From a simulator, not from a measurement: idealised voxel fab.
process module | voxel wiring stack
cross-section cut | 220 nm wide | cells 5 nm
A cross-section is a grid of square cells, given in bands from the top down. A band is one or more rows of cells.
Each band's line starts with the height of the band's top and of its bottom, in nm. Then come its materials from left to right, each with its width in nm. One material with "throughout" fills the band from edge to edge. "air" is empty space.
Height 0 is the level under which the wafer as received is all one material. The lowest band goes on downwards, as in "0 down".
A width such as "30 to 40" changes by the same amount from each row of cells to the next, from the band's top row to its bottom row.
"no change" after a step means that no cell of the cross-section changed.
closed voids: empty space of 8 cells or more with no open way to the top, each as width x height at its distance from the left edge, in nm
after a step's settings: what the simulator itself notes on the step
overlay nm, on a step with a mask: how far to the right of its planned place the mask lay; to the left if negative
Each pair below shows a cross-section before one step and the cross-section after it, down to the lowest band that changed. The line under each pair gives the step between them, with its settings. The pairs can come from different runs of this module on the same starting wafer, so a pair continues from the pair above only where its "before" says so.
before
  135 to 110: lowk 30 | TiN 5 | Ru 15 | TiN 5 | lowk 20 | TiN 5 | Ru 15 | TiN 5 | lowk 20 | TiN 5 | Ru 15 | TiN 5 | lowk 20 | TiN 5 | Ru 15 | TiN 5 | lowk 30
  110 to 105: SiCN 30 | TiN 25 | SiCN 20 | TiN 25 | SiCN 20 | TiN 25 | SiCN 20 | TiN 25 | SiCN 30
  105 to 85: lowk 30 | Ru 15 | lowk 30 | Ru 15 | lowk 30 | Ru 15 | lowk 30 | Ru 15 | lowk 40
  85 to 80: SiCN 30 | Ru 15 | SiCN 30 | Ru 15 | SiCN 30 | Ru 15 | SiCN 30 | Ru 15 | SiCN 40
  80 to 75: lowk 30 | TiN 25 | lowk 20 | TiN 25 | lowk 20 | TiN 25 | lowk 20 | TiN 25 | lowk 30
  75 to 65: SiO2 30 | Ru 15 | SiO2 30 | Ru 15 | SiO2 30 | Ru 15 | SiO2 30 | Ru 15 | SiO2 40
  65 to 60: SiCN 30 | Ru 15 | SiCN 30 | Ru 15 | SiCN 30 | Ru 15 | SiCN 30 | Ru 15 | SiCN 40
  60 to 55: Ru throughout
  55 to 45: Cu throughout
  45 to 40: TiN 35 | Cu 15 | TiN 30 | Cu 15 | TiN 30 | Cu 15 | TiN 30 | Cu 15 | TiN 35
  40 to 15: lowk 30 | TiN 5 | Cu 15 | TiN 5 | lowk 20 | TiN 5 | Cu 15 | TiN 5 | lowk 20 | TiN 5 | Cu 15 | TiN 5 | lowk 20 | TiN 5 | Cu 15 | TiN 5 | lowk 30
  15 to 10: SiN 30 | TiN 25 | SiN 20 | TiN 25 | SiN 20 | TiN 25 | SiN 20 | TiN 25 | SiN 30
  10 to 0: SiO2 throughout
  0 down: Si throughout
  closed voids: none
after
  140 to 135: SiCN throughout
  below 135: unchanged
  closed voids: none
the step between: op CONFORMAL_DEP | material SiCN | thk nm 5
before: the cross-section after the pair above
after
  150 to 140: lowk throughout
  below 140: unchanged
  closed voids: none
the step between: op DIRECTIONAL_DEP | material lowk | thk nm 10
before: the cross-section after the pair above
after
  150 to 140: lowk 30 | air 15 | lowk 75 | air 15 | lowk 85
  below 140: unchanged
  closed voids: none
the step between: op MASKED_ETCH | tone open | mask id PLUG_3 | width nm 15 | pitch nm 90 | etch materials lowk | depth nm 10 | overlay nm 0
before: the cross-section after the pair above
after
  150 to 140: lowk 30 | air 15 | lowk 75 | air 15 | lowk 85
  140 to 135: SiCN 30 | air 15 | SiCN 75 | air 15 | SiCN 85
  below 135: unchanged
  closed voids: none
the step between: op MASKED_ETCH | tone open | mask id PLUG_3 | width nm 15 | pitch nm 90 | etch materials SiCN | depth nm 5 | overlay nm 0
before: the cross-section after the pair above
after
  150 to 145: lowk 30 | air 15 | lowk 75 | air 15 | lowk 85
  145 to 140: lowk 30 | Ru 15 | lowk 75 | Ru 15 | lowk 85
  140 to 135: SiCN 30 | Ru 15 | SiCN 75 | Ru 15 | SiCN 85
  below 135: unchanged
  closed voids: none
the step between: op EPI | material Ru | thk nm 10
before: the cross-section after the pair above
after
  150 to 140: lowk 30 | Ru 15 | lowk 75 | Ru 15 | lowk 85
  below 140: unchanged
  closed voids: none
the step between: op EPI | material Ru | thk nm 5
before: the cross-section after the pair above
after
  155 to 150: SiN throughout
  below 150: unchanged
  closed voids: none
the step between: op CONFORMAL_DEP | material SiN | thk nm 5
before: the cross-section after the pair above
after
  180 to 155: SiO2 throughout
  below 155: unchanged
  closed voids: none
the step between: op DIRECTIONAL_DEP | material SiO2 | thk nm 25
before: the cross-section after the pair above
after
  200 to 180: resist 30 | air 25 | resist 20 | air 25 | resist 20 | air 25 | resist 20 | air 25 | resist 30
  below 180: unchanged
  closed voids: none
the step between: op PATTERN | tone open | mask id METAL_4 | material resist | width nm 25 | pitch nm 45 | thk nm 20 | overlay nm 0
before: the cross-section after the pair above
after
  200 to 180: resist 30 | air 25 | resist 20 | air 25 | resist 20 | air 25 | resist 20 | air 25 | resist 30
  180 to 155: SiO2 30 | air 25 | SiO2 20 | air 25 | SiO2 20 | air 25 | SiO2 20 | air 25 | SiO2 30
  below 155: unchanged
  closed voids: none
the step between: op DIRECTIONAL_ETCH | etch materials SiO2 | depth nm 25
before: the cross-section after the pair above
after
  200 to 180: resist 30 | air 25 | resist 20 | air 25 | resist 20 | air 25 | resist 20 | air 25 | resist 30
  180 to 155: SiO2 30 | air 25 | SiO2 20 | air 25 | SiO2 20 | air 25 | SiO2 20 | air 25 | SiO2 30
  155 to 150: SiN 30 | air 25 | SiN 20 | air 25 | SiN 20 | air 25 | SiN 20 | air 25 | SiN 30
  below 150: unchanged
  closed voids: none
the step between: op DIRECTIONAL_ETCH | etch materials SiN | depth nm 5
before: the cross-section after the pair above
after
  180 to 155: SiO2 30 | air 25 | SiO2 20 | air 25 | SiO2 20 | air 25 | SiO2 20 | air 25 | SiO2 30
  below 155: unchanged
  closed voids: none
the step between: op STRIP | etch materials resist
before: the cross-section after the pair above
after
  185 to 180: TiN 35 | air 15 | TiN 30 | air 15 | TiN 30 | air 15 | TiN 30 | air 15 | TiN 35
  180 to 155: SiO2 30 | TiN 5 | air 15 | TiN 5 | SiO2 20 | TiN 5 | air 15 | TiN 5 | SiO2 20 | TiN 5 | air 15 | TiN 5 | SiO2 20 | TiN 5 | air 15 | TiN 5 | SiO2 30
  155 to 150: SiN 30 | TiN 25 | SiN 20 | TiN 25 | SiN 20 | TiN 25 | SiN 20 | TiN 25 | SiN 30
  below 150: unchanged
  closed voids: none
the step between: op CONFORMAL_DEP | material TiN | thk nm 5
before: the cross-section after the pair above
after
  195 to 185: Cu throughout
  185 to 180: TiN 35 | Cu 15 | TiN 30 | Cu 15 | TiN 30 | Cu 15 | TiN 30 | Cu 15 | TiN 35
  180 to 155: SiO2 30 | TiN 5 | Cu 15 | TiN 5 | SiO2 20 | TiN 5 | Cu 15 | TiN 5 | SiO2 20 | TiN 5 | Cu 15 | TiN 5 | SiO2 20 | TiN 5 | Cu 15 | TiN 5 | SiO2 30
  below 155: unchanged
  closed voids: none
the step between: op FILL_DEP | material Cu | thk nm 10
before: the cross-section after the pair above
after
  180 to 155: SiO2 30 | TiN 5 | Cu 15 | TiN 5 | SiO2 20 | TiN 5 | Cu 15 | TiN 5 | SiO2 20 | TiN 5 | Cu 15 | TiN 5 | SiO2 20 | TiN 5 | Cu 15 | TiN 5 | SiO2 30
  below 155: unchanged
  closed voids: none
the step between: op CMP | height nm 180
before: the cross-section after the pair above
after
  185 to 180: air 25 | Ru 35 | air 10 | Ru 35 | air 10 | Ru 35 | air 10 | Ru 35 | air 25
  below 180: unchanged
  closed voids: none
the step between: op EPI | material Ru | thk nm 5
before: the cross-section after the pair above
after
  190 to 185: SiCN throughout
  185 to 180: SiCN 25 | Ru 35 | SiCN 10 | Ru 35 | SiCN 10 | Ru 35 | SiCN 10 | Ru 35 | SiCN 25
  below 180: unchanged
  closed voids: none
the step between: op FILL_DEP | material SiCN | thk nm 5
before
  105 to 100: lowk 30 | air 15 | lowk 30 | air 15 | lowk 30 | air 15 | lowk 30 | air 15 | lowk 40
  100 to 85: lowk 30 | Ru 15 | lowk 30 | Ru 15 | lowk 30 | Ru 15 | lowk 30 | Ru 15 | lowk 40
  85 to 80: SiCN 30 | Ru 15 | SiCN 30 | Ru 15 | SiCN 30 | Ru 15 | SiCN 30 | Ru 15 | SiCN 40
  80 to 65: lowk 30 | W 25 | lowk 20 | W 25 | lowk 20 | W 25 | lowk 20 | W 25 | lowk 30
  65 to 60: lowk 30 | TiN 25 | lowk 20 | TiN 25 | lowk 20 | TiN 25 | lowk 20 | TiN 25 | lowk 30
  60 to 50: SiO2 30 | Ru 15 | SiO2 30 | Ru 15 | SiO2 30 | Ru 15 | SiO2 30 | Ru 15 | SiO2 40
  50 to 40: SiCN 30 to 25 | Ru 15 to 35 | SiCN 30 to 10 | Ru 15 to 35 | SiCN 30 to 10 | Ru 15 to 35 | SiCN 30 to 10 | Ru 15 to 35 | SiCN 40 to 25
  40 to 15: lowk 30 | TiN 5 | Cu 15 | TiN 5 | lowk 20 | TiN 5 | Cu 15 | TiN 5 | lowk 20 | TiN 5 | Cu 15 | TiN 5 | lowk 20 | TiN 5 | Cu 15 | TiN 5 | lowk 30
  15 to 10: SiN 30 | TiN 25 | SiN 20 | TiN 25 | SiN 20 | TiN 25 | SiN 20 | TiN 25 | SiN 30
  10 to 0: SiO2 throughout
  0 down: Si throughout
  closed voids: none
after
  110 to 105: air 25 | Ru 25 | air 20 | Ru 25 | air 20 | Ru 25 | air 20 | Ru 25 | air 35
  105 to 85: lowk 30 | Ru 15 | lowk 30 | Ru 15 | lowk 30 | Ru 15 | lowk 30 | Ru 15 | lowk 40
  below 85: unchanged
  closed voids: none
the step between: op EPI | material Ru | thk nm 10
before: the cross-section after the pair above
after
  115 to 105: air 20 | Ru 35 | air 10 | Ru 35 | air 10 | Ru 35 | air 10 | Ru 35 | air 30
  below 105: unchanged
  closed voids: none
the step between: op EPI | material Ru | thk nm 5
before: the cross-section after the pair above
after
  120 to 115: air 15 | SiCN 180 | air 25
  115 to 110: air 15 | SiCN 5 | Ru 35 | SiCN 10 | Ru 35 | SiCN 10 | Ru 35 | SiCN 10 | Ru 35 | SiCN 5 | air 25
  110 to 105: SiCN 20 | Ru 35 | SiCN 10 | Ru 35 | SiCN 10 | Ru 35 | SiCN 10 | Ru 35 | SiCN 30
  below 105: unchanged
  closed voids: none
the step between: op CONFORMAL_DEP | material SiCN | thk nm 5
before: the cross-section after the pair above
after
  145 to 135: air 15 | lowk 180 | air 25
  135 to 120: lowk throughout
  120 to 115: lowk 15 | SiCN 180 | lowk 25
  115 to 110: lowk 15 | SiCN 5 | Ru 35 | SiCN 10 | Ru 35 | SiCN 10 | Ru 35 | SiCN 10 | Ru 35 | SiCN 5 | lowk 25
  below 110: unchanged
  closed voids: none
the step between: op DIRECTIONAL_DEP | material lowk | thk nm 25
before: the cross-section after the pair above
after
  145 to 135: air 15 | lowk 15 | air 25 | lowk 20 | air 25 | lowk 20 | air 25 | lowk 20 | air 25 | lowk 5 | air 25
  135 to 120: lowk 30 | air 25 | lowk 20 | air 25 | lowk 20 | air 25 | lowk 20 | air 25 | lowk 30
  below 120: unchanged
  closed voids: none
the step between: op MASKED_ETCH | tone open | mask id METAL_3 | width nm 25 | pitch nm 45 | etch materials lowk | depth nm 25 | overlay nm 0
before: the cross-section after the pair above
after
  145 to 135: air 15 | lowk 15 | air 25 | lowk 20 | air 25 | lowk 20 | air 25 | lowk 20 | air 25 | lowk 5 | air 25
  135 to 120: lowk 30 | air 25 | lowk 20 | air 25 | lowk 20 | air 25 | lowk 20 | air 25 | lowk 30
  120 to 115: lowk 15 | SiCN 15 | air 25 | SiCN 20 | air 25 | SiCN 20 | air 25 | SiCN 20 | air 25 | SiCN 5 | lowk 25
  below 115: unchanged
  closed voids: none
the step between: op MASKED_ETCH | tone open | mask id METAL_3 | width nm 25 | pitch nm 45 | etch materials SiCN | depth nm 5 | overlay nm 0
before: the cross-section after the pair above
after
  150 to 145: air 10 | TiN 25 | air 15 | TiN 30 | air 15 | TiN 30 | air 15 | TiN 30 | air 15 | TiN 15 | air 20
  145 to 140: air 10 | TiN 5 | lowk 15 | TiN 5 | air 15 | TiN 5 | lowk 20 | TiN 5 | air 15 | TiN 5 | lowk 20 | TiN 5 | air 15 | TiN 5 | lowk 20 | TiN 5 | air 15 | TiN 5 | lowk 5 | TiN 5 | air 20
  140 to 135: TiN 15 | lowk 15 | TiN 5 | air 15 | TiN 5 | lowk 20 | TiN 5 | air 15 | TiN 5 | lowk 20 | TiN 5 | air 15 | TiN 5 | lowk 20 | TiN 5 | air 15 | TiN 5 | lowk 5 | TiN 25
  135 to 120: lowk 30 | TiN 5 | air 15 | TiN 5 | lowk 20 | TiN 5 | air 15 | TiN 5 | lowk 20 | TiN 5 | air 15 | TiN 5 | lowk 20 | TiN 5 | air 15 | TiN 5 | lowk 30
  120 to 115: lowk 15 | SiCN 15 | TiN 25 | SiCN 20 | TiN 25 | SiCN 20 | TiN 25 | SiCN 20 | TiN 25 | SiCN 5 | lowk 25
  below 115: unchanged
  closed voids: none
the step between: op CONFORMAL_DEP | material TiN | thk nm 5
before: the cross-section after the pair above
after
  160 to 150: Ru throughout
  150 to 145: Ru 10 | TiN 25 | Ru 15 | TiN 30 | Ru 15 | TiN 30 | Ru 15 | TiN 30 | Ru 15 | TiN 15 | Ru 20
  145 to 140: Ru 10 | TiN 5 | lowk 15 | TiN 5 | Ru 15 | TiN 5 | lowk 20 | TiN 5 | Ru 15 | TiN 5 | lowk 20 | TiN 5 | Ru 15 | TiN 5 | lowk 20 | TiN 5 | Ru 15 | TiN 5 | lowk 5 | TiN 5 | Ru 20
  140 to 135: TiN 15 | lowk 15 | TiN 5 | Ru 15 | TiN 5 | lowk 20 | TiN 5 | Ru 15 | TiN 5 | lowk 20 | TiN 5 | Ru 15 | TiN 5 | lowk 20 | TiN 5 | Ru 15 | TiN 5 | lowk 5 | TiN 25
  135 to 120: lowk 30 | TiN 5 | Ru 15 | TiN 5 | lowk 20 | TiN 5 | Ru 15 | TiN 5 | lowk 20 | TiN 5 | Ru 15 | TiN 5 | lowk 20 | TiN 5 | Ru 15 | TiN 5 | lowk 30
  below 120: unchanged
  closed voids: none
the step between: op FILL_DEP | material Ru | thk nm 10
before: the cross-section after the pair above
after
  135 to 120: lowk 30 | TiN 5 | Ru 15 | TiN 5 | lowk 20 | TiN 5 | Ru 15 | TiN 5 | lowk 20 | TiN 5 | Ru 15 | TiN 5 | lowk 20 | TiN 5 | Ru 15 | TiN 5 | lowk 30
  below 120: unchanged
  closed voids: none
the step between: op CMP | height nm 135
before: the cross-section after the pair above
after
  140 to 135: SiCN throughout
  below 135: unchanged
  closed voids: none
the step between: op CONFORMAL_DEP | material SiCN | thk nm 5
before: the cross-section after the pair above
after
  150 to 140: lowk throughout
  below 140: unchanged
  closed voids: none
the step between: op DIRECTIONAL_DEP | material lowk | thk nm 10
before: the cross-section after the pair above
after
  150 to 140: lowk 30 | air 15 | lowk 75 | air 15 | lowk 85
  below 140: unchanged
  closed voids: none
the step between: op MASKED_ETCH | tone open | mask id PLUG_3 | width nm 15 | pitch nm 90 | etch materials lowk | depth nm 10 | overlay nm 0
before: the cross-section after the pair above
after
  150 to 140: lowk 30 | air 15 | lowk 75 | air 15 | lowk 85
  140 to 135: SiCN 30 | air 15 | SiCN 75 | air 15 | SiCN 85
  below 135: unchanged
  closed voids: none
the step between: op MASKED_ETCH | tone open | mask id PLUG_3 | width nm 15 | pitch nm 90 | etch materials SiCN | depth nm 5 | overlay nm 0
before: the cross-section after the pair above
after
  150 to 145: lowk 30 | air 15 | lowk 75 | air 15 | lowk 85
  145 to 140: lowk 30 | Ru 15 | lowk 75 | Ru 15 | lowk 85
  140 to 135: SiCN 30 | Ru 15 | SiCN 75 | Ru 15 | SiCN 85
  below 135: unchanged
  closed voids: none
the step between: op EPI | material Ru | thk nm 10
before: the cross-section after the pair above
after
  150 to 140: lowk 30 | Ru 15 | lowk 75 | Ru 15 | lowk 85
  below 140: unchanged
  closed voids: none
the step between: op EPI | material Ru | thk nm 5
before: the cross-section after the pair above
after
  155 to 150: SiN throughout
  below 150: unchanged
  closed voids: none
the step between: op CONFORMAL_DEP | material SiN | thk nm 5
before: the cross-section after the pair above
after
  180 to 155: SiO2 throughout
  below 155: unchanged
  closed voids: none
the step between: op DIRECTIONAL_DEP | material SiO2 | thk nm 25
before: the cross-section after the pair above
after
  200 to 180: resist 30 | air 25 | resist 20 | air 25 | resist 20 | air 25 | resist 20 | air 25 | resist 30
  below 180: unchanged
  closed voids: none
the step between: op PATTERN | tone open | mask id METAL_4 | material resist | width nm 25 | pitch nm 45 | thk nm 20 | overlay nm 0
before: the cross-section after the pair above
after
  200 to 180: resist 30 | air 25 | resist 20 | air 25 | resist 20 | air 25 | resist 20 | air 25 | resist 30
  180 to 155: SiO2 30 | air 25 | SiO2 20 | air 25 | SiO2 20 | air 25 | SiO2 20 | air 25 | SiO2 30
  below 155: unchanged
  closed voids: none
the step between: op DIRECTIONAL_ETCH | etch materials SiO2 | depth nm 25
before: the cross-section after the pair above
after
  200 to 180: resist 30 | air 25 | resist 20 | air 25 | resist 20 | air 25 | resist 20 | air 25 | resist 30
  180 to 155: SiO2 30 | air 25 | SiO2 20 | air 25 | SiO2 20 | air 25 | SiO2 20 | air 25 | SiO2 30
  155 to 150: SiN 30 | air 25 | SiN 20 | air 25 | SiN 20 | air 25 | SiN 20 | air 25 | SiN 30
  below 150: unchanged
  closed voids: none
the step between: op DIRECTIONAL_ETCH | etch materials SiN | depth nm 5
before: the cross-section after the pair above
after
  180 to 155: SiO2 30 | air 25 | SiO2 20 | air 25 | SiO2 20 | air 25 | SiO2 20 | air 25 | SiO2 30
  below 155: unchanged
  closed voids: none
the step between: op STRIP | etch materials resist
before: the cross-section after the pair above
after
  185 to 180: TiN 35 | air 15 | TiN 30 | air 15 | TiN 30 | air 15 | TiN 30 | air 15 | TiN 35
  180 to 155: SiO2 30 | TiN 5 | air 15 | TiN 5 | SiO2 20 | TiN 5 | air 15 | TiN 5 | SiO2 20 | TiN 5 | air 15 | TiN 5 | SiO2 20 | TiN 5 | air 15 | TiN 5 | SiO2 30
  155 to 150: SiN 30 | TiN 25 | SiN 20 | TiN 25 | SiN 20 | TiN 25 | SiN 20 | TiN 25 | SiN 30
  below 150: unchanged
  closed voids: none
the step between: op CONFORMAL_DEP | material TiN | thk nm 5
before: the cross-section after the pair above
after
  195 to 185: Cu throughout
  185 to 180: TiN 35 | Cu 15 | TiN 30 | Cu 15 | TiN 30 | Cu 15 | TiN 30 | Cu 15 | TiN 35
  180 to 155: SiO2 30 | TiN 5 | Cu 15 | TiN 5 | SiO2 20 | TiN 5 | Cu 15 | TiN 5 | SiO2 20 | TiN 5 | Cu 15 | TiN 5 | SiO2 20 | TiN 5 | Cu 15 | TiN 5 | SiO2 30
  below 155: unchanged
  closed voids: none
the step between: op FILL_DEP | material Cu | thk nm 10
before: the cross-section after the pair above
after
  180 to 155: SiO2 30 | TiN 5 | Cu 15 | TiN 5 | SiO2 20 | TiN 5 | Cu 15 | TiN 5 | SiO2 20 | TiN 5 | Cu 15 | TiN 5 | SiO2 20 | TiN 5 | Cu 15 | TiN 5 | SiO2 30
  below 155: unchanged
  closed voids: none
the step between: op CMP | height nm 180
before: the cross-section after the pair above
after
  185 to 180: air 25 | Ru 35 | air 10 | Ru 35 | air 10 | Ru 35 | air 10 | Ru 35 | air 25
  below 180: unchanged
  closed voids: none
the step between: op EPI | material Ru | thk nm 5
before: the cross-section after the pair above
after
  190 to 185: SiCN throughout
  185 to 180: SiCN 25 | Ru 35 | SiCN 10 | Ru 35 | SiCN 10 | Ru 35 | SiCN 10 | Ru 35 | SiCN 25
  below 180: unchanged
  closed voids: none
the step between: op FILL_DEP | material SiCN | thk nm 5
before
  80 to 65: lowk 30 | W 25 | lowk 20 | W 25 | lowk 20 | W 25 | lowk 20 | W 25 | lowk 30
  65 to 60: lowk 30 | TiN 25 | lowk 20 | TiN 25 | lowk 20 | TiN 25 | lowk 20 | TiN 25 | lowk 30
  60 to 50: SiO2 30 | Ru 15 | SiO2 30 | Ru 15 | SiO2 30 | Ru 15 | SiO2 30 | Ru 15 | SiO2 40
  50 to 40: SiCN 30 to 25 | Ru 15 to 35 | SiCN 30 to 10 | Ru 15 to 35 | SiCN 30 to 10 | Ru 15 to 35 | SiCN 30 to 10 | Ru 15 to 35 | SiCN 40 to 25
  40 to 15: lowk 30 | TiN 5 | Cu 15 | TiN 5 | lowk 20 | TiN 5 | Cu 15 | TiN 5 | lowk 20 | TiN 5 | Cu 15 | TiN 5 | lowk 20 | TiN 5 | Cu 15 | TiN 5 | lowk 30
  15 to 10: SiN 30 | TiN 25 | SiN 20 | TiN 25 | SiN 20 | TiN 25 | SiN 20 | TiN 25 | SiN 30
  10 to 0: SiO2 throughout
  0 down: Si throughout
  closed voids: none
after
  100 to 80: lowk throughout
  below 80: unchanged
  closed voids: none
the step between: op DIRECTIONAL_DEP | material lowk | thk nm 20
before: the cross-section after the pair above
after
  105 to 100: SiCN throughout
  below 100: unchanged
  closed voids: none
the step between: op CONFORMAL_DEP | material SiCN | thk nm 5
before: the cross-section after the pair above
after
  120 to 105: resist 30 | air 15 | resist 30 | air 15 | resist 30 | air 15 | resist 30 | air 15 | resist 40
  below 105: unchanged
  closed voids: none
the step between: op PATTERN | tone open | mask id PLUG_2 | material resist | width nm 15 | pitch nm 45 | thk nm 15 | overlay nm 0
before: the cross-section after the pair above
after
  120 to 105: resist 30 | air 15 | resist 30 | air 15 | resist 30 | air 15 | resist 30 | air 15 | resist 40
  105 to 100: SiCN 30 | air 15 | SiCN 30 | air 15 | SiCN 30 | air 15 | SiCN 30 | air 15 | SiCN 40
  below 100: unchanged
  closed voids: none
the step between: op DIRECTIONAL_ETCH | etch materials SiCN | depth nm 5
before: the cross-section after the pair above
after
  105 to 100: SiCN 30 | air 15 | SiCN 30 | air 15 | SiCN 30 | air 15 | SiCN 30 | air 15 | SiCN 40
  below 100: unchanged
  closed voids: none
the step between: op STRIP | etch materials resist
before: the cross-section after the pair above
after
  110 to 105: SiCN 35 | air 5 | SiCN 40 | air 5 | SiCN 40 | air 5 | SiCN 40 | air 5 | SiCN 45
  105 to 100: SiCN throughout
  below 100: unchanged
  closed voids: none
the step between: op CONFORMAL_DEP | material SiCN | thk nm 5
before: the cross-section after the pair above
after
  135 to 130: lowk 35 | air 5 | lowk 40 | air 5 | lowk 40 | air 5 | lowk 40 | air 5 | lowk 45
  130 to 110: lowk throughout
  110 to 105: SiCN 35 | lowk 5 | SiCN 40 | lowk 5 | SiCN 40 | lowk 5 | SiCN 40 | lowk 5 | SiCN 45
  below 105: unchanged
  closed voids: none
the step between: op DIRECTIONAL_DEP | material lowk | thk nm 25
before: the cross-section after the pair above
after
  135 to 110: lowk 30 | air 25 | lowk 20 | air 25 | lowk 20 | air 25 | lowk 20 | air 25 | lowk 30
  110 to 105: SiCN 35 | air 5 | SiCN 40 | air 5 | SiCN 40 | air 5 | SiCN 40 | air 5 | SiCN 45
  below 105: unchanged
  closed voids: none
the step between: op MASKED_ETCH | tone open | mask id METAL_3 | width nm 25 | pitch nm 45 | etch materials lowk | depth nm 25 | overlay nm 0
before: the cross-section after the pair above
after
  135 to 110: lowk 30 | air 25 | lowk 20 | air 25 | lowk 20 | air 25 | lowk 20 | air 25 | lowk 30
  110 to 100: SiCN 30 to 35 | air 25 to 5 | SiCN 20 to 40 | air 25 to 5 | SiCN 20 to 40 | air 25 to 5 | SiCN 20 to 40 | air 25 to 5 | SiCN 30 to 45
  below 100: unchanged
  closed voids: none
the step between: op MASKED_ETCH | tone open | mask id METAL_3 | width nm 25 | pitch nm 45 | etch materials SiCN | depth nm 5 | overlay nm 0
before: the cross-section after the pair above
after
  140 to 135: TiN 35 | air 15 | TiN 30 | air 15 | TiN 30 | air 15 | TiN 30 | air 15 | TiN 35
  135 to 110: lowk 30 | TiN 5 | air 15 | TiN 5 | lowk 20 | TiN 5 | air 15 | TiN 5 | lowk 20 | TiN 5 | air 15 | TiN 5 | lowk 20 | TiN 5 | air 15 | TiN 5 | lowk 30
  110 to 100: SiCN 30 to 35 | TiN 25 to 5 | SiCN 20 to 40 | TiN 25 to 5 | SiCN 20 to 40 | TiN 25 to 5 | SiCN 20 to 40 | TiN 25 to 5 | SiCN 30 to 45
  below 100: unchanged
  closed voids: none
the step between: op CONFORMAL_DEP | material TiN | thk nm 5
before: the cross-section after the pair above
after
  150 to 140: Ru throughout
  140 to 135: TiN 35 | Ru 15 | TiN 30 | Ru 15 | TiN 30 | Ru 15 | TiN 30 | Ru 15 | TiN 35
  135 to 110: lowk 30 | TiN 5 | Ru 15 | TiN 5 | lowk 20 | TiN 5 | Ru 15 | TiN 5 | lowk 20 | TiN 5 | Ru 15 | TiN 5 | lowk 20 | TiN 5 | Ru 15 | TiN 5 | lowk 30
  below 110: unchanged
  closed voids: none
the step between: op FILL_DEP | material Ru | thk nm 10
before: the cross-section after the pair above
after
  135 to 110: lowk 30 | TiN 5 | Ru 15 | TiN 5 | lowk 20 | TiN 5 | Ru 15 | TiN 5 | lowk 20 | TiN 5 | Ru 15 | TiN 5 | lowk 20 | TiN 5 | Ru 15 | TiN 5 | lowk 30
  below 110: unchanged
  closed voids: none
the step between: op CMP | height nm 135
before: the cross-section after the pair above
after
  140 to 135: SiCN throughout
  below 135: unchanged
  closed voids: none
the step between: op CONFORMAL_DEP | material SiCN | thk nm 5
before: the cross-section after the pair above
after
  150 to 140: lowk throughout
  below 140: unchanged
  closed voids: none
the step between: op DIRECTIONAL_DEP | material lowk | thk nm 10
before: the cross-section after the pair above
after
  150 to 140: lowk 30 | air 15 | lowk 75 | air 15 | lowk 85
  below 140: unchanged
  closed voids: none
the step between: op MASKED_ETCH | tone open | mask id PLUG_3 | width nm 15 | pitch nm 90 | etch materials lowk | depth nm 10 | overlay nm 0
before: the cross-section after the pair above
after
  150 to 140: lowk 30 | air 15 | lowk 75 | air 15 | lowk 85
  140 to 135: SiCN 30 | air 15 | SiCN 75 | air 15 | SiCN 85
  below 135: unchanged
  closed voids: none
the step between: op MASKED_ETCH | tone open | mask id PLUG_3 | width nm 15 | pitch nm 90 | etch materials SiCN | depth nm 5 | overlay nm 0
before: the cross-section after the pair above
after
  150 to 145: lowk 30 | air 15 | lowk 75 | air 15 | lowk 85
  145 to 140: lowk 30 | Ru 15 | lowk 75 | Ru 15 | lowk 85
  140 to 135: SiCN 30 | Ru 15 | SiCN 75 | Ru 15 | SiCN 85
  below 135: unchanged
  closed voids: none
the step between: op EPI | material Ru | thk nm 10
before: the cross-section after the pair above
after
  150 to 140: lowk 30 | Ru 15 | lowk 75 | Ru 15 | lowk 85
  below 140: unchanged
  closed voids: none
the step between: op EPI | material Ru | thk nm 5
before: the cross-section after the pair above
after
  155 to 150: SiN throughout
  below 150: unchanged
  closed voids: none
the step between: op CONFORMAL_DEP | material SiN | thk nm 5
before: the cross-section after the pair above
after
  180 to 155: SiO2 throughout
  below 155: unchanged
  closed voids: none
the step between: op DIRECTIONAL_DEP | material SiO2 | thk nm 25
before: the cross-section after the pair above
after
  200 to 180: resist 30 | air 25 | resist 20 | air 25 | resist 20 | air 25 | resist 20 | air 25 | resist 30
  below 180: unchanged
  closed voids: none
the step between: op PATTERN | tone open | mask id METAL_4 | material resist | width nm 25 | pitch nm 45 | thk nm 20 | overlay nm 0
before: the cross-section after the pair above
after
  200 to 180: resist 30 | air 25 | resist 20 | air 25 | resist 20 | air 25 | resist 20 | air 25 | resist 30
  180 to 155: SiO2 30 | air 25 | SiO2 20 | air 25 | SiO2 20 | air 25 | SiO2 20 | air 25 | SiO2 30
  below 155: unchanged
  closed voids: none
the step between: op DIRECTIONAL_ETCH | etch materials SiO2 | depth nm 25
before: the cross-section after the pair above
after
  200 to 180: resist 30 | air 25 | resist 20 | air 25 | resist 20 | air 25 | resist 20 | air 25 | resist 30
  180 to 155: SiO2 30 | air 25 | SiO2 20 | air 25 | SiO2 20 | air 25 | SiO2 20 | air 25 | SiO2 30
  155 to 150: SiN 30 | air 25 | SiN 20 | air 25 | SiN 20 | air 25 | SiN 20 | air 25 | SiN 30
  below 150: unchanged
  closed voids: none
the step between: op DIRECTIONAL_ETCH | etch materials SiN | depth nm 5
before: the cross-section after the pair above
after
  180 to 155: SiO2 30 | air 25 | SiO2 20 | air 25 | SiO2 20 | air 25 | SiO2 20 | air 25 | SiO2 30
  below 155: unchanged
  closed voids: none
the step between: op STRIP | etch materials resist
before: the cross-section after the pair above
after
  185 to 180: TiN 35 | air 15 | TiN 30 | air 15 | TiN 30 | air 15 | TiN 30 | air 15 | TiN 35
  180 to 155: SiO2 30 | TiN 5 | air 15 | TiN 5 | SiO2 20 | TiN 5 | air 15 | TiN 5 | SiO2 20 | TiN 5 | air 15 | TiN 5 | SiO2 20 | TiN 5 | air 15 | TiN 5 | SiO2 30
  155 to 150: SiN 30 | TiN 25 | SiN 20 | TiN 25 | SiN 20 | TiN 25 | SiN 20 | TiN 25 | SiN 30
  below 150: unchanged
  closed voids: none
the step between: op CONFORMAL_DEP | material TiN | thk nm 5
before: the cross-section after the pair above
after
  195 to 185: Cu throughout
  185 to 180: TiN 35 | Cu 15 | TiN 30 | Cu 15 | TiN 30 | Cu 15 | TiN 30 | Cu 15 | TiN 35
  180 to 155: SiO2 30 | TiN 5 | Cu 15 | TiN 5 | SiO2 20 | TiN 5 | Cu 15 | TiN 5 | SiO2 20 | TiN 5 | Cu 15 | TiN 5 | SiO2 20 | TiN 5 | Cu 15 | TiN 5 | SiO2 30
  below 155: unchanged
  closed voids: none
the step between: op FILL_DEP | material Cu | thk nm 10
before: the cross-section after the pair above
after
  180 to 155: SiO2 30 | TiN 5 | Cu 15 | TiN 5 | SiO2 20 | TiN 5 | Cu 15 | TiN 5 | SiO2 20 | TiN 5 | Cu 15 | TiN 5 | SiO2 20 | TiN 5 | Cu 15 | TiN 5 | SiO2 30
  below 155: unchanged
  closed voids: none
the step between: op CMP | height nm 180
before: the cross-section after the pair above
after
  185 to 180: air 25 | Ru 35 | air 10 | Ru 35 | air 10 | Ru 35 | air 10 | Ru 35 | air 25
  below 180: unchanged
  closed voids: none
the step between: op EPI | material Ru | thk nm 5
